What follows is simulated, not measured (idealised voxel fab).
Name of the process module below: voxel wiring stack
Cross-section cut spans 270 nm and uses square cells 5 nm in size.
Format of a cross-section: grid, square cells. Given as bands. Order: top down. Band: one or more rows of cells. Within each band entry, the heights of the top and of the bottom of the band appear first, in that order and in nm; the materials of the band then follow from left to right, each with its corresponding width in nm. The designation "all across" on a single material indicates that it fills the band from edge to edge; the designation "empty" indicates empty space. Below 0: as-received wafer, all one material; heights counted from there. Lowest band: no bottom, goes on down, written "0 and below". Width: "30->40" (first number = top row, second number = bottom row, same change from row to row of cells). "remains unaltered" means the step left every cell of the cross-section as it was. Voids not open to the top, 8 cells minimum: see "Trapped cavities". Written width x height at distance; distance is from the left edge; nm. Read whatever lies past the settings on a step's line as the simulator's own remark about the step. For masked steps, "overlay nm" on the step line gives how far right of plan the mask actually lay; a minus sign means it lay to the left.

plan:
- 1: RECEIVE | material Si
- 2: CONFORMAL_DEP | material SiO2 | thk nm 15
- 3: CONFORMAL_DEP | material SiN | thk nm 5
- 4: DIRECTIONAL_DEP | material lowk | thk nm 15
- 5: PATTERN | tone open | mask id METAL_1 | material resist | width nm 30 | pitch nm 60 | thk nm 20 | overlay nm 0
- 6: DIRECTIONAL_ETCH | etch materials lowk | depth nm 15
- 7: DIRECTIONAL_ETCH | etch materials SiN | depth nm 5
- 8: STRIP | etch materials resist
- 9: CONFORMAL_DEP | material TiN | thk nm 5
- 10: FILL_DEP | material Cu | thk nm 5
- 11: CMP | height nm 35
- 12: CONFORMAL_DEP | material SiCN | thk nm 5
- 13: DIRECTIONAL_DEP | material lowk | thk nm 30
- 14: DIRECTIONAL_DEP | material aC | thk nm 10
- 15: PATTERN | tone open | mask id METAL_2 | material resist | width nm 30 | pitch nm 60 | thk nm 25 | overlay nm 0
- 16: DIRECTIONAL_ETCH | etch materials aC | depth nm 10
- 17: STRIP | etch materials resist
- 18: DIRECTIONAL_ETCH | etch materials lowk | depth nm 20
- 19: STRIP | etch materials aC
- 20: MASKED_ETCH | tone open | mask id METAL_2_HOLES | width nm 15 | pitch nm 60 | etch materials lowk | depth nm 10 | overlay nm 0
- 21: MASKED_ETCH | tone open | mask id METAL_2_HOLES | width nm 15 | pitch nm 60 | etch materials SiCN | depth nm 5 | overlay nm 0
- 22: CONFORMAL_DEP | material TiN | thk nm 5
- 23: FILL_DEP | material Cu | thk nm 5
- 24: CMP | height nm 70
- 25: CONFORMAL_DEP | material SiCN | thk nm 5
- 26: DIRECTIONAL_DEP | material lowk | thk nm 30
- 27: DIRECTIONAL_DEP | material aC | thk nm 10
- 28: PATTERN | tone open | mask id METAL_3_HOLES | material resist | width nm 15 | pitch nm 120 | thk nm 25 | overlay nm 0
- 29: DIRECTIONAL_ETCH | etch materials aC | depth nm 10
- 30: STRIP | etch materials resist
- 31: DIRECTIONAL_ETCH | etch materials lowk | depth nm 30
- 32: STRIP | etch materials aC
- 33: DIRECTIONAL_DEP | material aC | thk nm 10
- 34: PATTERN | tone open | mask id METAL_3 | material resist | width nm 30 | pitch nm 60 | thk nm 25 | overlay nm 0
- 35: DIRECTIONAL_ETCH | etch materials aC | depth nm 10
- 36: STRIP | etch materials resist
- 37: DIRECTIONAL_ETCH | etch materials lowk | depth nm 15
- 38: DIRECTIONAL_ETCH | etch materials SiCN | depth nm 5
- 39: STRIP | etch materials aC
- 40: CONFORMAL_DEP | material TiN | thk nm 5
- 41: FILL_DEP | material Cu | thk nm 5
- 42: CMP | height nm 105
- 43: CONFORMAL_DEP | material SiCN | thk nm 5

Cross-section, incoming material, after step 1:
  0 and below | Si all across
  Trapped cavities: none

End state of the module in cross-section, given the above starting point and plan and one mistake in execution:
  110 down to 105 | SiCN all across
  105 down to 95 | lowk 30 nm | TiN 5 nm | Cu 20 nm | TiN 5 nm | lowk 30 nm | TiN 5 nm | Cu 20 nm | TiN 5 nm | lowk 30 nm | TiN 5 nm | Cu 20 nm | TiN 5 nm | lowk 30 nm | TiN 5 nm | Cu 20 nm | TiN 5 nm | lowk 30 nm
  95 down to 90 | lowk 30 nm | TiN 5 nm | Cu 5 nm | TiN 20 nm | lowk 30 nm | TiN 30 nm | lowk 30 nm | TiN 5 nm | Cu 5 nm | TiN 20 nm | lowk 30 nm | TiN 30 nm | lowk 30 nm
  90 down to 75 | lowk 30 nm | TiN 5 nm | Cu 5 nm | TiN 5 nm | lowk 105 nm | TiN 5 nm | Cu 5 nm | TiN 5 nm | lowk 105 nm
  75 down to 70 | SiCN 30 nm | TiN 15 nm | SiCN 105 nm | TiN 15 nm | SiCN 105 nm
  70 down to 55 | lowk 30 nm | TiN 5 nm | Cu 20 nm | TiN 5 nm | lowk 30 nm | TiN 5 nm | Cu 20 nm | TiN 5 nm | lowk 30 nm | TiN 5 nm | Cu 20 nm | TiN 5 nm | lowk 30 nm | TiN 5 nm | Cu 20 nm | TiN 5 nm | lowk 30 nm
  55 down to 50 | lowk 30 nm | TiN 5 nm | Cu 5 nm | TiN 20 nm | lowk 30 nm | TiN 5 nm | Cu 5 nm | TiN 20 nm | lowk 30 nm | TiN 5 nm | Cu 5 nm | TiN 20 nm | lowk 30 nm | TiN 5 nm | Cu 5 nm | TiN 20 nm | lowk 30 nm
  50 down to 40 | lowk 30 nm | TiN 5 nm | Cu 5 nm | TiN 5 nm | lowk 45 nm | TiN 5 nm | Cu 5 nm | TiN 5 nm | lowk 45 nm | TiN 5 nm | Cu 5 nm | TiN 5 nm | lowk 45 nm | TiN 5 nm | Cu 5 nm | TiN 5 nm | lowk 45 nm
  40 down to 35 | SiCN 30 nm | TiN 15 nm | SiCN 45 nm | TiN 15 nm | SiCN 45 nm | TiN 15 nm | SiCN 45 nm | TiN 15 nm | SiCN 45 nm
  35 down to 20 | Cu 25 nm | TiN 5 nm | lowk 30 nm | TiN 5 nm | Cu 20 nm | TiN 5 nm | lowk 30 nm | TiN 5 nm | Cu 20 nm | TiN 5 nm | lowk 30 nm | TiN 5 nm | Cu 20 nm | TiN 5 nm | lowk 30 nm | TiN 5 nm | Cu 25 nm
  20 down to 15 | TiN 30 nm | SiN 30 nm | TiN 30 nm | SiN 30 nm | TiN 30 nm | SiN 30 nm | TiN 30 nm | SiN 30 nm | TiN 30 nm
  15 down to 0 | SiO2 all across
  0 and below | Si all across
  Trapped cavities: none
Where did the run depart from the plan? step 5, actual vs plan mismatch, actual run PATTERN | tone cover | mask id METAL_1 | material resist | width nm 30 | pitch nm 60 | thk nm 20 | overlay nm 0
